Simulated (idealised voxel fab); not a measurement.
process module | voxel transistor to metal
cross-section cut | 155 nm wide | cells 5 nm
A cross-section is a grid of square cells, given in bands from the top down. A band is one or more rows of cells.
Each band's line starts with the height of the band's top and of its bottom, in nm. Then come its materials from left to right, each with its width in nm. One material with "throughout" fills the band from edge to edge. "air" is empty space.
Height 0 is the level under which the wafer as received is all one material. The lowest band goes on downwards, as in "0 down".
A width such as "30 to 40" changes by the same amount from each row of cells to the next, from the band's top row to its bottom row.
"no change" after a step means that no cell of the cross-section changed.
closed voids: empty space of 8 cells or more with no open way to the top, each as width x height at its distance from the left edge, in nm
after a step's settings: what the simulator itself notes on the step
overlay nm, on a step with a mask: how far to the right of its planned place the mask lay; to the left if negative
plan
1 op RECEIVE | material Si
2 op OXIDIZE | depth nm 5
3 op CONFORMAL_DEP | material SiN | thk nm 15
4 op MASKED_ETCH | tone cover | mask id ACTIVE | width nm 115 | etch materials SiN | depth nm 15 | overlay nm 0
5 op MASKED_ETCH | tone cover | mask id ACTIVE | width nm 115 | etch materials SiO2 | depth nm 5 | overlay nm 0
6 op MASKED_ETCH | tone cover | mask id ACTIVE | width nm 115 | etch materials Si | depth nm 25 | overlay nm 0
7 op FILL_DEP | material SiO2 | thk nm 15
8 op CMP | height nm 15
9 op SELECTIVE_ETCH | etch materials SiO2 | depth nm 10
10 op STRIP | etch materials SiN
11 op SELECTIVE_ETCH | etch materials SiO2 | depth nm 5
12 op OXIDIZE | depth nm 5
13 op DIRECTIONAL_DEP | material polySi | thk nm 30
14 op DIRECTIONAL_DEP | material SiCN | thk nm 10
15 op MASKED_ETCH | tone cover | mask id GATE | width nm 25 | etch materials SiCN | depth nm 20 | overlay nm 0
16 op MASKED_ETCH | tone cover | mask id GATE | width nm 25 | etch materials polySi | depth nm 40 | overlay nm 0
17 op CONFORMAL_DEP | material SiN | thk nm 5
18 op DIRECTIONAL_ETCH | etch materials SiN | depth nm 5
19 op DIRECTIONAL_ETCH | etch materials SiO2 | depth nm 5
20 op DIRECTIONAL_ETCH | etch materials Si | depth nm 5
21 op EPI | material pSi | thk nm 5
22 op FILL_DEP | material SiO2 | thk nm 5
23 op CMP | height nm 35
24 op DIRECTIONAL_DEP | material SiO2 | thk nm 10
25 op DIRECTIONAL_DEP | material aC | thk nm 10
26 op PATTERN | tone open | mask id CONTACT | material resist | width nm 20 | pitch nm 85 | thk nm 25 | overlay nm 0
27 op DIRECTIONAL_ETCH | etch materials aC | depth nm 10
28 op STRIP | etch materials resist
29 op DIRECTIONAL_ETCH | etch materials SiO2 | depth nm 55
30 op STRIP | etch materials aC
31 op CONFORMAL_DEP | material TiN | thk nm 5
32 op FILL_DEP | material W | thk nm 5
33 op CMP | height nm 45
34 op DIRECTIONAL_DEP | material TiN | thk nm 5
35 op DIRECTIONAL_DEP | material Ru | thk nm 25
36 op PATTERN | tone cover | mask id METAL_1 | material resist | width nm 20 | pitch nm 85 | thk nm 15 | overlay nm 0
37 op DIRECTIONAL_ETCH | etch materials Ru | depth nm 25
38 op DIRECTIONAL_ETCH | etch materials TiN | depth nm 5
39 op STRIP | etch materials resist
40 op FILL_DEP | material lowk | thk nm 10
41 op CMP | height nm 75
42 op CONFORMAL_DEP | material SiCN | thk nm 5
43 op DIRECTIONAL_DEP | material SiO2 | thk nm 25
44 op MASKED_ETCH | tone open | mask id METAL_2 | width nm 20 | pitch nm 85 | etch materials SiO2 | depth nm 15 | overlay nm 0
45 op PATTERN | tone open | mask id METAL_2_HOLES | material resist | width nm 15 | pitch nm 85 | thk nm 15 | overlay nm 0
46 op DIRECTIONAL_ETCH | etch materials SiO2 | depth nm 10
47 op DIRECTIONAL_ETCH | etch materials SiCN | depth nm 5
48 op STRIP | etch materials resist
49 op CONFORMAL_DEP | material TiN | thk nm 5
50 op FILL_DEP | material Cu | thk nm 5
51 op CMP | height nm 105
52 op CONFORMAL_DEP | material SiCN | thk nm 5
first wafer, as planned
as received, after step 1
  0 down: Si throughout
  closed voids: none
after step 2
  0 to -5: SiO2 throughout
  below -5: unchanged
after step 3
  15 to 0: SiN throughout
  below 0: unchanged
after step 4
  15 to 0: air 20 | SiN 115 | air 20
  below 0: unchanged
after step 5
  15 to 0: air 20 | SiN 115 | air 20
  0 to -5: air 20 | SiO2 115 | air 20
  below -5: unchanged
after step 6
  15 to 0: air 20 | SiN 115 | air 20
  0 to -5: air 20 | SiO2 115 | air 20
  -5 to -30: air 20 | Si 115 | air 20
  below -30: unchanged
after step 7
  30 to 15: SiO2 throughout
  15 to 0: SiO2 20 | SiN 115 | SiO2 20
  0 to -5: SiO2 throughout
  -5 to -30: SiO2 20 | Si 115 | SiO2 20
  below -30: unchanged
after step 8
  15 to 0: SiO2 20 | SiN 115 | SiO2 20
  below 0: unchanged
after step 9
  15 to 5: air 20 | SiN 115 | air 20
  below 5: unchanged
after step 10
  5 to 0: SiO2 20 | air 115 | SiO2 20
  below 0: unchanged
after step 11
  0 to -5: SiO2 15 | air 125 | SiO2 15
  below -5: unchanged
after step 12
  0 to -5: SiO2 15 | air 125 | SiO2 15
  -5 to -10: SiO2 throughout
  below -10: unchanged
after step 13
  30 to 25: polySi 15 | air 125 | polySi 15
  25 to 0: polySi throughout
  0 to -5: SiO2 15 | polySi 125 | SiO2 15
  below -5: unchanged
after step 14
  40 to 35: SiCN 15 | air 125 | SiCN 15
  35 to 30: SiCN throughout
  30 to 25: polySi 15 | SiCN 125 | polySi 15
  below 25: unchanged
after step 15
  35 to 30: air 65 | SiCN 25 | air 65
  30 to 25: polySi 15 | air 50 | SiCN 25 | air 50 | polySi 15
  below 25: unchanged
after step 16
  35 to 25: air 65 | SiCN 25 | air 65
  25 to 0: air 65 | polySi 25 | air 65
  0 to -5: SiO2 15 | air 50 | polySi 25 | air 50 | SiO2 15
  below -5: unchanged
after step 17
  40 to 35: air 60 | SiN 35 | air 60
  35 to 25: air 60 | SiN 5 | SiCN 25 | SiN 5 | air 60
  25 to 5: air 60 | SiN 5 | polySi 25 | SiN 5 | air 60
  5 to 0: SiN 20 | air 40 | SiN 5 | polySi 25 | SiN 5 | air 40 | SiN 20
  0 to -5: SiO2 15 | SiN 50 | polySi 25 | SiN 50 | SiO2 15
  below -5: unchanged
after step 18
  35 to 25: air 60 | SiN 5 | SiCN 25 | SiN 5 | air 60
  25 to 0: air 60 | SiN 5 | polySi 25 | SiN 5 | air 60
  0 to -5: SiO2 15 | SiN 5 | air 40 | SiN 5 | polySi 25 | SiN 5 | air 40 | SiN 5 | SiO2 15
  below -5: unchanged
after step 19
  35 to 25: air 60 | SiN 5 | SiCN 25 | SiN 5 | air 60
  25 to 0: air 60 | SiN 5 | polySi 25 | SiN 5 | air 60
  0 to -5: air 15 | SiN 5 | air 40 | SiN 5 | polySi 25 | SiN 5 | air 40 | SiN 5 | air 15
  -5 to -10: SiO2 20 | air 40 | SiO2 35 | air 40 | SiO2 20
  below -10: unchanged
after step 20
  35 to 25: air 60 | SiN 5 | SiCN 25 | SiN 5 | air 60
  25 to 0: air 60 | SiN 5 | polySi 25 | SiN 5 | air 60
  0 to -5: air 15 | SiN 5 | air 40 | SiN 5 | polySi 25 | SiN 5 | air 40 | SiN 5 | air 15
  -5 to -10: SiO2 20 | air 40 | SiO2 35 | air 40 | SiO2 20
  -10 to -15: SiO2 20 | air 40 | Si 35 | air 40 | SiO2 20
  below -15: unchanged
after step 21
  35 to 25: air 60 | SiN 5 | SiCN 25 | SiN 5 | air 60
  25 to 0: air 60 | SiN 5 | polySi 25 | SiN 5 | air 60
  0 to -5: air 15 | SiN 5 | air 40 | SiN 5 | polySi 25 | SiN 5 | air 40 | SiN 5 | air 15
  -5 to -10: SiO2 20 | air 35 | pSi 5 | SiO2 35 | pSi 5 | air 35 | SiO2 20
  -10 to -15: SiO2 20 | pSi 40 | Si 35 | pSi 40 | SiO2 20
  below -15: unchanged
after step 22
  40 to 35: SiO2 throughout
  35 to 25: SiO2 60 | SiN 5 | SiCN 25 | SiN 5 | SiO2 60
  25 to 0: SiO2 60 | SiN 5 | polySi 25 | SiN 5 | SiO2 60
  0 to -5: SiO2 15 | SiN 5 | SiO2 40 | SiN 5 | polySi 25 | SiN 5 | SiO2 40 | SiN 5 | SiO2 15
  -5 to -10: SiO2 55 | pSi 5 | SiO2 35 | pSi 5 | SiO2 55
  below -10: unchanged
after step 23
  35 to 25: SiO2 60 | SiN 5 | SiCN 25 | SiN 5 | SiO2 60
  below 25: unchanged
after step 24
  45 to 35: SiO2 throughout
  below 35: unchanged
after step 25
  55 to 45: aC throughout
  below 45: unchanged
after step 26
  80 to 55: resist 25 | air 20 | resist 65 | air 20 | resist 25
  below 55: unchanged
after step 27
  70 to 55: resist 25 | air 20 | resist 65 | air 20 | resist 25
  55 to 45: aC 25 | air 20 | aC 65 | air 20 | aC 25
  below 45: unchanged
after step 28
  55 to 45: aC 25 | air 20 | aC 65 | air 20 | aC 25
  below 45: unchanged
after step 29
  55 to 45: aC 25 | air 20 | aC 65 | air 20 | aC 25
  45 to 35: SiO2 25 | air 20 | SiO2 65 | air 20 | SiO2 25
  35 to 25: SiO2 25 | air 20 | SiO2 15 | SiN 5 | SiCN 25 | SiN 5 | SiO2 15 | air 20 | SiO2 25
  25 to 0: SiO2 25 | air 20 | SiO2 15 | SiN 5 | polySi 25 | SiN 5 | SiO2 15 | air 20 | SiO2 25
  0 to -5: SiO2 15 | SiN 5 | SiO2 5 | air 20 | SiO2 15 | SiN 5 | polySi 25 | SiN 5 | SiO2 15 | air 20 | SiO2 5 | SiN 5 | SiO2 15
  -5 to -10: SiO2 25 | air 20 | SiO2 10 | pSi 5 | SiO2 35 | pSi 5 | SiO2 10 | air 20 | SiO2 25
  below -10: unchanged
after step 30
  45 to 35: SiO2 25 | air 20 | SiO2 65 | air 20 | SiO2 25
  below 35: unchanged
after step 31
  50 to 45: TiN 30 | air 10 | TiN 75 | air 10 | TiN 30
  45 to 35: SiO2 25 | TiN 5 | air 10 | TiN 5 | SiO2 65 | TiN 5 | air 10 | TiN 5 | SiO2 25
  35 to 25: SiO2 25 | TiN 5 | air 10 | TiN 5 | SiO2 15 | SiN 5 | SiCN 25 | SiN 5 | SiO2 15 | TiN 5 | air 10 | TiN 5 | SiO2 25
  25 to 0: SiO2 25 | TiN 5 | air 10 | TiN 5 | SiO2 15 | SiN 5 | polySi 25 | SiN 5 | SiO2 15 | TiN 5 | air 10 | TiN 5 | SiO2 25
  0 to -5: SiO2 15 | SiN 5 | SiO2 5 | TiN 5 | air 10 | TiN 5 | SiO2 15 | SiN 5 | polySi 25 | SiN 5 | SiO2 15 | TiN 5 | air 10 | TiN 5 | SiO2 5 | SiN 5 | SiO2 15
  -5 to -10: SiO2 25 | TiN 20 | SiO2 10 | pSi 5 | SiO2 35 | pSi 5 | SiO2 10 | TiN 20 | SiO2 25
  below -10: unchanged
after step 32
  55 to 50: W throughout
  50 to 45: TiN 30 | W 10 | TiN 75 | W 10 | TiN 30
  45 to 35: SiO2 25 | TiN 5 | W 10 | TiN 5 | SiO2 65 | TiN 5 | W 10 | TiN 5 | SiO2 25
  35 to 25: SiO2 25 | TiN 5 | W 10 | TiN 5 | SiO2 15 | SiN 5 | SiCN 25 | SiN 5 | SiO2 15 | TiN 5 | W 10 | TiN 5 | SiO2 25
  25 to 0: SiO2 25 | TiN 5 | W 10 | TiN 5 | SiO2 15 | SiN 5 | polySi 25 | SiN 5 | SiO2 15 | TiN 5 | W 10 | TiN 5 | SiO2 25
  0 to -5: SiO2 15 | SiN 5 | SiO2 5 | TiN 5 | W 10 | TiN 5 | SiO2 15 | SiN 5 | polySi 25 | SiN 5 | SiO2 15 | TiN 5 | W 10 | TiN 5 | SiO2 5 | SiN 5 | SiO2 15
  below -5: unchanged
after step 33
  45 to 35: SiO2 25 | TiN 5 | W 10 | TiN 5 | SiO2 65 | TiN 5 | W 10 | TiN 5 | SiO2 25
  below 35: unchanged
after step 34
  50 to 45: TiN throughout
  below 45: unchanged
after step 35
  75 to 50: Ru throughout
  below 50: unchanged
after step 36
  90 to 75: air 25 | resist 20 | air 65 | resist 20 | air 25
  below 75: unchanged
after step 37
  90 to 75: air 25 | resist 20 | air 65 | resist 20 | air 25
  75 to 50: air 25 | Ru 20 | air 65 | Ru 20 | air 25
  below 50: unchanged
after step 38
  90 to 75: air 25 | resist 20 | air 65 | resist 20 | air 25
  75 to 50: air 25 | Ru 20 | air 65 | Ru 20 | air 25
  50 to 45: air 25 | TiN 20 | air 65 | TiN 20 | air 25
  below 45: unchanged
after step 39
  75 to 50: air 25 | Ru 20 | air 65 | Ru 20 | air 25
  below 50: unchanged
after step 40
  85 to 75: lowk throughout
  75 to 50: lowk 25 | Ru 20 | lowk 65 | Ru 20 | lowk 25
  50 to 45: lowk 25 | TiN 20 | lowk 65 | TiN 20 | lowk 25
  below 45: unchanged
after step 41
  75 to 50: lowk 25 | Ru 20 | lowk 65 | Ru 20 | lowk 25
  below 50: unchanged
after step 42
  80 to 75: SiCN throughout
  below 75: unchanged
after step 43
  105 to 80: SiO2 throughout
  below 80: unchanged
after step 44
  105 to 90: SiO2 25 | air 20 | SiO2 65 | air 20 | SiO2 25
  below 90: unchanged
after step 45
  120 to 105: resist 25 | air 15 | resist 70 | air 15 | resist 30
  105 to 90: SiO2 25 | air 15 | resist 5 | SiO2 65 | air 15 | resist 5 | SiO2 25
  below 90: unchanged
after step 46
  120 to 105: resist 25 | air 15 | resist 70 | air 15 | resist 30
  105 to 90: SiO2 25 | air 15 | resist 5 | SiO2 65 | air 15 | resist 5 | SiO2 25
  90 to 80: SiO2 25 | air 15 | SiO2 70 | air 15 | SiO2 30
  below 80: unchanged
after step 47
  120 to 105: resist 25 | air 15 | resist 70 | air 15 | resist 30
  105 to 90: SiO2 25 | air 15 | resist 5 | SiO2 65 | air 15 | resist 5 | SiO2 25
  90 to 80: SiO2 25 | air 15 | SiO2 70 | air 15 | SiO2 30
  80 to 75: SiCN 25 | air 15 | SiCN 70 | air 15 | SiCN 30
  below 75: unchanged
after step 48
  105 to 90: SiO2 25 | air 20 | SiO2 65 | air 20 | SiO2 25
  below 90: unchanged
after step 49
  110 to 105: TiN 30 | air 10 | TiN 75 | air 10 | TiN 30
  105 to 95: SiO2 25 | TiN 5 | air 10 | TiN 5 | SiO2 65 | TiN 5 | air 10 | TiN 5 | SiO2 25
  95 to 90: SiO2 25 | TiN 5 | air 5 | TiN 10 | SiO2 65 | TiN 5 | air 5 | TiN 10 | SiO2 25
  90 to 80: SiO2 25 | TiN 5 | air 5 | TiN 5 | SiO2 70 | TiN 5 | air 5 | TiN 5 | SiO2 30
  80 to 75: SiCN 25 | TiN 15 | SiCN 70 | TiN 15 | SiCN 30
  below 75: unchanged
after step 50
  115 to 110: Cu throughout
  110 to 105: TiN 30 | Cu 10 | TiN 75 | Cu 10 | TiN 30
  105 to 95: SiO2 25 | TiN 5 | Cu 10 | TiN 5 | SiO2 65 | TiN 5 | Cu 10 | TiN 5 | SiO2 25
  95 to 90: SiO2 25 | TiN 5 | Cu 5 | TiN 10 | SiO2 65 | TiN 5 | Cu 5 | TiN 10 | SiO2 25
  90 to 80: SiO2 25 | TiN 5 | Cu 5 | TiN 5 | SiO2 70 | TiN 5 | Cu 5 | TiN 5 | SiO2 30
  below 80: unchanged
after step 51
  105 to 95: SiO2 25 | TiN 5 | Cu 10 | TiN 5 | SiO2 65 | TiN 5 | Cu 10 | TiN 5 | SiO2 25
  below 95: unchanged
after step 52
  110 to 105: SiCN throughout
  below 105: unchanged
second wafer: like start, like plan, one mistake. Through step 15 it matches the first wafer
when step 16 should have ended
  35 to 25: air 65 | SiCN 25 | air 65
  25 to 0: air 60 | polySi 35 | air 60
  0 to -5: SiO2 15 | air 45 | polySi 35 | air 45 | SiO2 15
  below -5: unchanged
when step 17 should have ended
  40 to 35: air 60 | SiN 35 | air 60
  35 to 25: air 60 to 55 | SiN 5 to 10 | SiCN 25 | SiN 5 to 10 | air 60 to 55
  25 to 5: air 55 | SiN 5 | polySi 35 | SiN 5 | air 55
  5 to 0: SiN 20 | air 35 | SiN 5 | polySi 35 | SiN 5 | air 35 | SiN 20
  0 to -5: SiO2 15 | SiN 45 | polySi 35 | SiN 45 | SiO2 15
  below -5: unchanged
when step 18 should have ended
  35 to 25: air 60 | SiN 5 | SiCN 25 | SiN 5 | air 60
  25 to 0: air 55 | SiN 5 | polySi 35 | SiN 5 | air 55
  0 to -5: SiO2 15 | SiN 5 | air 35 | SiN 5 | polySi 35 | SiN 5 | air 35 | SiN 5 | SiO2 15
  below -5: unchanged
when step 19 should have ended
  35 to 25: air 60 | SiN 5 | SiCN 25 | SiN 5 | air 60
  25 to 0: air 55 | SiN 5 | polySi 35 | SiN 5 | air 55
  0 to -5: air 15 | SiN 5 | air 35 | SiN 5 | polySi 35 | SiN 5 | air 35 | SiN 5 | air 15
  -5 to -10: SiO2 20 | air 35 | SiO2 45 | air 35 | SiO2 20
  below -10: unchanged
when step 20 should have ended
  35 to 25: air 60 | SiN 5 | SiCN 25 | SiN 5 | air 60
  25 to 0: air 55 | SiN 5 | polySi 35 | SiN 5 | air 55
  0 to -5: air 15 | SiN 5 | air 35 | SiN 5 | polySi 35 | SiN 5 | air 35 | SiN 5 | air 15
  -5 to -10: SiO2 20 | air 35 | SiO2 45 | air 35 | SiO2 20
  -10 to -15: SiO2 20 | air 35 | Si 45 | air 35 | SiO2 20
  below -15: unchanged
when step 21 should have ended
  35 to 25: air 60 | SiN 5 | SiCN 25 | SiN 5 | air 60
  25 to 0: air 55 | SiN 5 | polySi 35 | SiN 5 | air 55
  0 to -5: air 15 | SiN 5 | air 35 | SiN 5 | polySi 35 | SiN 5 | air 35 | SiN 5 | air 15
  -5 to -10: SiO2 20 | air 30 | pSi 5 | SiO2 45 | pSi 5 | air 30 | SiO2 20
  -10 to -15: SiO2 20 | pSi 35 | Si 45 | pSi 35 | SiO2 20
  below -15: unchanged
when step 22 should have ended
  40 to 35: SiO2 throughout
  35 to 25: SiO2 60 | SiN 5 | SiCN 25 | SiN 5 | SiO2 60
  25 to 0: SiO2 55 | SiN 5 | polySi 35 | SiN 5 | SiO2 55
  0 to -5: SiO2 15 | SiN 5 | SiO2 35 | SiN 5 | polySi 35 | SiN 5 | SiO2 35 | SiN 5 | SiO2 15
  -5 to -10: SiO2 50 | pSi 5 | SiO2 45 | pSi 5 | SiO2 50
  below -10: unchanged
when step 23 should have ended
  35 to 25: SiO2 60 | SiN 5 | SiCN 25 | SiN 5 | SiO2 60
  below 25: unchanged
when step 24 should have ended
  45 to 35: SiO2 throughout
  below 35: unchanged
when step 25 should have ended
  55 to 45: aC throughout
  below 45: unchanged
when step 26 should have ended
  80 to 55: resist 25 | air 20 | resist 65 | air 20 | resist 25
  below 55: unchanged
when step 27 should have ended
  70 to 55: resist 25 | air 20 | resist 65 | air 20 | resist 25
  55 to 45: aC 25 | air 20 | aC 65 | air 20 | aC 25
  below 45: unchanged
when step 28 should have ended
  55 to 45: aC 25 | air 20 | aC 65 | air 20 | aC 25
  below 45: unchanged
when step 29 should have ended
  55 to 45: aC 25 | air 20 | aC 65 | air 20 | aC 25
  45 to 35: SiO2 25 | air 20 | SiO2 65 | air 20 | SiO2 25
  35 to 25: SiO2 25 | air 20 | SiO2 15 | SiN 5 | SiCN 25 | SiN 5 | SiO2 15 | air 20 | SiO2 25
  25 to 0: SiO2 25 | air 20 | SiO2 10 | SiN 5 | polySi 35 | SiN 5 | SiO2 10 | air 20 | SiO2 25
  0 to -5: SiO2 15 | SiN 5 | SiO2 5 | air 20 | SiO2 10 | SiN 5 | polySi 35 | SiN 5 | SiO2 10 | air 20 | SiO2 5 | SiN 5 | SiO2 15
  -5 to -10: SiO2 25 | air 20 | SiO2 5 | pSi 5 | SiO2 45 | pSi 5 | SiO2 5 | air 20 | SiO2 25
  below -10: unchanged
when step 30 should have ended
  45 to 35: SiO2 25 | air 20 | SiO2 65 | air 20 | SiO2 25
  below 35: unchanged
when step 31 should have ended
  50 to 45: TiN 30 | air 10 | TiN 75 | air 10 | TiN 30
  45 to 35: SiO2 25 | TiN 5 | air 10 | TiN 5 | SiO2 65 | TiN 5 | air 10 | TiN 5 | SiO2 25
  35 to 25: SiO2 25 | TiN 5 | air 10 | TiN 5 | SiO2 15 | SiN 5 | SiCN 25 | SiN 5 | SiO2 15 | TiN 5 | air 10 | TiN 5 | SiO2 25
  25 to 0: SiO2 25 | TiN 5 | air 10 | TiN 5 | SiO2 10 | SiN 5 | polySi 35 | SiN 5 | SiO2 10 | TiN 5 | air 10 | TiN 5 | SiO2 25
  0 to -5: SiO2 15 | SiN 5 | SiO2 5 | TiN 5 | air 10 | TiN 5 | SiO2 10 | SiN 5 | polySi 35 | SiN 5 | SiO2 10 | TiN 5 | air 10 | TiN 5 | SiO2 5 | SiN 5 | SiO2 15
  -5 to -10: SiO2 25 | TiN 20 | SiO2 5 | pSi 5 | SiO2 45 | pSi 5 | SiO2 5 | TiN 20 | SiO2 25
  below -10: unchanged
when step 32 should have ended
  55 to 50: W throughout
  50 to 45: TiN 30 | W 10 | TiN 75 | W 10 | TiN 30
  45 to 35: SiO2 25 | TiN 5 | W 10 | TiN 5 | SiO2 65 | TiN 5 | W 10 | TiN 5 | SiO2 25
  35 to 25: SiO2 25 | TiN 5 | W 10 | TiN 5 | SiO2 15 | SiN 5 | SiCN 25 | SiN 5 | SiO2 15 | TiN 5 | W 10 | TiN 5 | SiO2 25
  25 to 0: SiO2 25 | TiN 5 | W 10 | TiN 5 | SiO2 10 | SiN 5 | polySi 35 | SiN 5 | SiO2 10 | TiN 5 | W 10 | TiN 5 | SiO2 25
  0 to -5: SiO2 15 | SiN 5 | SiO2 5 | TiN 5 | W 10 | TiN 5 | SiO2 10 | SiN 5 | polySi 35 | SiN 5 | SiO2 10 | TiN 5 | W 10 | TiN 5 | SiO2 5 | SiN 5 | SiO2 15
  below -5: unchanged
when step 33 should have ended
  45 to 35: SiO2 25 | TiN 5 | W 10 | TiN 5 | SiO2 65 | TiN 5 | W 10 | TiN 5 | SiO2 25
  below 35: unchanged
when step 34 should have ended
  50 to 45: TiN throughout
  below 45: unchanged
when step 35 should have ended
  75 to 50: Ru throughout
  below 50: unchanged
when step 36 should have ended
  90 to 75: air 25 | resist 20 | air 65 | resist 20 | air 25
  below 75: unchanged
when step 37 should have ended
  90 to 75: air 25 | resist 20 | air 65 | resist 20 | air 25
  75 to 50: air 25 | Ru 20 | air 65 | Ru 20 | air 25
  below 50: unchanged
when step 38 should have ended
  90 to 75: air 25 | resist 20 | air 65 | resist 20 | air 25
  75 to 50: air 25 | Ru 20 | air 65 | Ru 20 | air 25
  50 to 45: air 25 | TiN 20 | air 65 | TiN 20 | air 25
  below 45: unchanged
when step 39 should have ended
  75 to 50: air 25 | Ru 20 | air 65 | Ru 20 | air 25
  below 50: unchanged
when step 40 should have ended
  85 to 75: lowk throughout
  75 to 50: lowk 25 | Ru 20 | lowk 65 | Ru 20 | lowk 25
  50 to 45: lowk 25 | TiN 20 | lowk 65 | TiN 20 | lowk 25
  below 45: unchanged
when step 41 should have ended
  75 to 50: lowk 25 | Ru 20 | lowk 65 | Ru 20 | lowk 25
  below 50: unchanged
when step 42 should have ended
  80 to 75: SiCN throughout
  below 75: unchanged
when step 43 should have ended
  105 to 80: SiO2 throughout
  below 80: unchanged
when step 44 should have ended
  105 to 90: SiO2 25 | air 20 | SiO2 65 | air 20 | SiO2 25
  below 90: unchanged
when step 45 should have ended
  120 to 105: resist 25 | air 15 | resist 70 | air 15 | resist 30
  105 to 90: SiO2 25 | air 15 | resist 5 | SiO2 65 | air 15 | resist 5 | SiO2 25
  below 90: unchanged
when step 46 should have ended
  120 to 105: resist 25 | air 15 | resist 70 | air 15 | resist 30
  105 to 90: SiO2 25 | air 15 | resist 5 | SiO2 65 | air 15 | resist 5 | SiO2 25
  90 to 80: SiO2 25 | air 15 | SiO2 70 | air 15 | SiO2 30
  below 80: unchanged
when step 47 should have ended
  120 to 105: resist 25 | air 15 | resist 70 | air 15 | resist 30
  105 to 90: SiO2 25 | air 15 | resist 5 | SiO2 65 | air 15 | resist 5 | SiO2 25
  90 to 80: SiO2 25 | air 15 | SiO2 70 | air 15 | SiO2 30
  80 to 75: SiCN 25 | air 15 | SiCN 70 | air 15 | SiCN 30
  below 75: unchanged
when step 48 should have ended
  105 to 90: SiO2 25 | air 20 | SiO2 65 | air 20 | SiO2 25
  below 90: unchanged
when step 49 should have ended
  110 to 105: TiN 30 | air 10 | TiN 75 | air 10 | TiN 30
  105 to 95: SiO2 25 | TiN 5 | air 10 | TiN 5 | SiO2 65 | TiN 5 | air 10 | TiN 5 | SiO2 25
  95 to 90: SiO2 25 | TiN 5 | air 5 | TiN 10 | SiO2 65 | TiN 5 | air 5 | TiN 10 | SiO2 25
  90 to 80: SiO2 25 | TiN 5 | air 5 | TiN 5 | SiO2 70 | TiN 5 | air 5 | TiN 5 | SiO2 30
  80 to 75: SiCN 25 | TiN 15 | SiCN 70 | TiN 15 | SiCN 30
  below 75: unchanged
when step 50 should have ended
  115 to 110: Cu throughout
  110 to 105: TiN 30 | Cu 10 | TiN 75 | Cu 10 | TiN 30
  105 to 95: SiO2 25 | TiN 5 | Cu 10 | TiN 5 | SiO2 65 | TiN 5 | Cu 10 | TiN 5 | SiO2 25
  95 to 90: SiO2 25 | TiN 5 | Cu 5 | TiN 10 | SiO2 65 | TiN 5 | Cu 5 | TiN 10 | SiO2 25
  90 to 80: SiO2 25 | TiN 5 | Cu 5 | TiN 5 | SiO2 70 | TiN 5 | Cu 5 | TiN 5 | SiO2 30
  below 80: unchanged
when step 51 should have ended
  105 to 95: SiO2 25 | TiN 5 | Cu 10 | TiN 5 | SiO2 65 | TiN 5 | Cu 10 | TiN 5 | SiO2 25
  below 95: unchanged
when step 52 should have ended
  110 to 105: SiCN throughout
  below 105: unchanged
what went wrong: step 16 ran as: op MASKED_ETCH | tone cover | mask id GATE | width nm 35 | etch materials polySi | depth nm 40 | overlay nm 0
at the end the second wafer has, in cells: 2 more of Si | 12 fewer of SiO2 | 2 fewer of pSi | 12 more of polySi
